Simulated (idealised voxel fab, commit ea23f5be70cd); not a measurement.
process module | voxel ribs on slabs
cross-section cut | 250 nm wide | cells 5 nm
A cross-section is a grid of square cells, given in bands from the top down. A band is one or more rows of cells.
Each band's line starts with the height of the band's top and of its bottom, in nm. Then come its materials from left to right, each with its width in nm. One material with "throughout" fills the band from edge to edge. "air" is empty space.
Height 0 is the level under which the wafer as received is all one material. The lowest band goes on downwards, as in "0 down".
A width such as "30 to 40" changes by the same amount from each row of cells to the next, from the band's top row to its bottom row.
"no change" after a step means that no cell of the cross-section changed.
closed voids: empty space of 8 cells or more with no open way to the top, each as width x height at its distance from the left edge, in nm
after a step's settings: what the simulator itself notes on the step
overlay nm, on a step with a mask: how far to the right of its planned place the mask lay; to the left if negative
plan
1 op RECEIVE | material Si
2 op DIRECTIONAL_DEP | material SiO2 | thk nm 25
3 op DIRECTIONAL_DEP | material SiN | thk nm 25
4 op MASKED_ETCH | tone cover | mask id RIB | width nm 15 | etch materials SiN | depth nm 20 | overlay nm 0
5 op DIRECTIONAL_DEP | material aC | thk nm 10
6 op PATTERN | tone cover | mask id SLAB | material resist | width nm 55 | thk nm 25 | overlay nm 0
7 op DIRECTIONAL_ETCH | etch materials aC | depth nm 10
8 op STRIP | etch materials resist
9 op DIRECTIONAL_ETCH | etch materials SiN | depth nm 5
10 op STRIP | etch materials aC
11 op FILL_DEP | material SiO2 | thk nm 25
12 op CMP | height nm 65
13 op DIRECTIONAL_DEP | material TiN | thk nm 10
14 op MASKED_ETCH | tone cover | mask id HEATER | width nm 25 | etch materials TiN | depth nm 10 | overlay nm 0
15 op CONFORMAL_DEP | material SiN | thk nm 5
first wafer, as planned
as received, after step 1
  0 down: Si throughout
  closed voids: none
after step 2
  25 to 0: SiO2 throughout
  below 0: unchanged
after step 3
  50 to 25: SiN throughout
  below 25: unchanged
after step 4
  50 to 30: air 115 | SiN 15 | air 120
  below 30: unchanged
after step 5
  60 to 50: air 115 | aC 15 | air 120
  50 to 40: air 115 | SiN 15 | air 120
  40 to 30: aC 115 | SiN 15 | aC 120
  below 30: unchanged
after step 6
  85 to 60: air 95 | resist 55 | air 100
  60 to 50: air 95 | resist 20 | aC 15 | resist 20 | air 100
  50 to 40: air 95 | resist 20 | SiN 15 | resist 20 | air 100
  below 40: unchanged
after step 7
  75 to 60: air 95 | resist 55 | air 100
  60 to 50: air 95 | resist 20 | aC 15 | resist 20 | air 100
  50 to 40: air 95 | resist 20 | SiN 15 | resist 20 | air 100
  40 to 30: air 95 | aC 20 | SiN 15 | aC 20 | air 100
  below 30: unchanged
after step 8
  60 to 50: air 115 | aC 15 | air 120
  50 to 40: air 115 | SiN 15 | air 120
  below 40: unchanged
after step 9
  60 to 50: air 115 | aC 15 | air 120
  50 to 40: air 115 | SiN 15 | air 120
  40 to 30: air 95 | aC 20 | SiN 15 | aC 20 | air 100
  30 to 25: air 95 | SiN 55 | air 100
  below 25: unchanged
after step 10
  50 to 30: air 115 | SiN 15 | air 120
  below 30: unchanged
after step 11
  75 to 50: SiO2 throughout
  50 to 30: SiO2 115 | SiN 15 | SiO2 120
  30 to 25: SiO2 95 | SiN 55 | SiO2 100
  below 25: unchanged
after step 12
  65 to 50: SiO2 throughout
  below 50: unchanged
after step 13
  75 to 65: TiN throughout
  below 65: unchanged
after step 14
  75 to 65: air 110 | TiN 25 | air 115
  below 65: unchanged
after step 15
  80 to 75: air 105 | SiN 35 | air 110
  75 to 70: air 105 | SiN 5 | TiN 25 | SiN 5 | air 110
  70 to 65: SiN 110 | TiN 25 | SiN 115
  below 65: unchanged
second wafer: like start, like plan, one mistake. Through step 1 it matches the first wafer
when step 2 should have ended
  50 to 0: SiO2 throughout
  below 0: unchanged
when step 3 should have ended
  75 to 50: SiN throughout
  below 50: unchanged
when step 4 should have ended
  75 to 55: air 115 | SiN 15 | air 120
  below 55: unchanged
when step 5 should have ended
  85 to 75: air 115 | aC 15 | air 120
  75 to 65: air 115 | SiN 15 | air 120
  65 to 55: aC 115 | SiN 15 | aC 120
  below 55: unchanged
when step 6 should have ended
  110 to 85: air 95 | resist 55 | air 100
  85 to 75: air 95 | resist 20 | aC 15 | resist 20 | air 100
  75 to 65: air 95 | resist 20 | SiN 15 | resist 20 | air 100
  below 65: unchanged
when step 7 should have ended
  100 to 85: air 95 | resist 55 | air 100
  85 to 75: air 95 | resist 20 | aC 15 | resist 20 | air 100
  75 to 65: air 95 | resist 20 | SiN 15 | resist 20 | air 100
  65 to 55: air 95 | aC 20 | SiN 15 | aC 20 | air 100
  below 55: unchanged
when step 8 should have ended
  85 to 75: air 115 | aC 15 | air 120
  75 to 65: air 115 | SiN 15 | air 120
  below 65: unchanged
when step 9 should have ended
  85 to 75: air 115 | aC 15 | air 120
  75 to 65: air 115 | SiN 15 | air 120
  65 to 55: air 95 | aC 20 | SiN 15 | aC 20 | air 100
  55 to 50: air 95 | SiN 55 | air 100
  below 50: unchanged
when step 10 should have ended
  75 to 55: air 115 | SiN 15 | air 120
  below 55: unchanged
when step 11 should have ended
  100 to 75: SiO2 throughout
  75 to 55: SiO2 115 | SiN 15 | SiO2 120
  55 to 50: SiO2 95 | SiN 55 | SiO2 100
  below 50: unchanged
when step 12 should have ended
  65 to 55: SiO2 115 | SiN 15 | SiO2 120
  below 55: unchanged
when step 13 should have ended
  75 to 65: TiN throughout
  below 65: unchanged
when step 14 should have ended
  75 to 65: air 110 | TiN 25 | air 115
  below 65: unchanged
when step 15 should have ended
  80 to 75: air 105 | SiN 35 | air 110
  75 to 70: air 105 | SiN 5 | TiN 25 | SiN 5 | air 110
  70 to 65: SiN 110 | TiN 25 | SiN 115
  below 65: unchanged
what went wrong: step 2 was run twice
at the end the second wafer has, in cells: 6 fewer of SiN | 6 more of SiO2
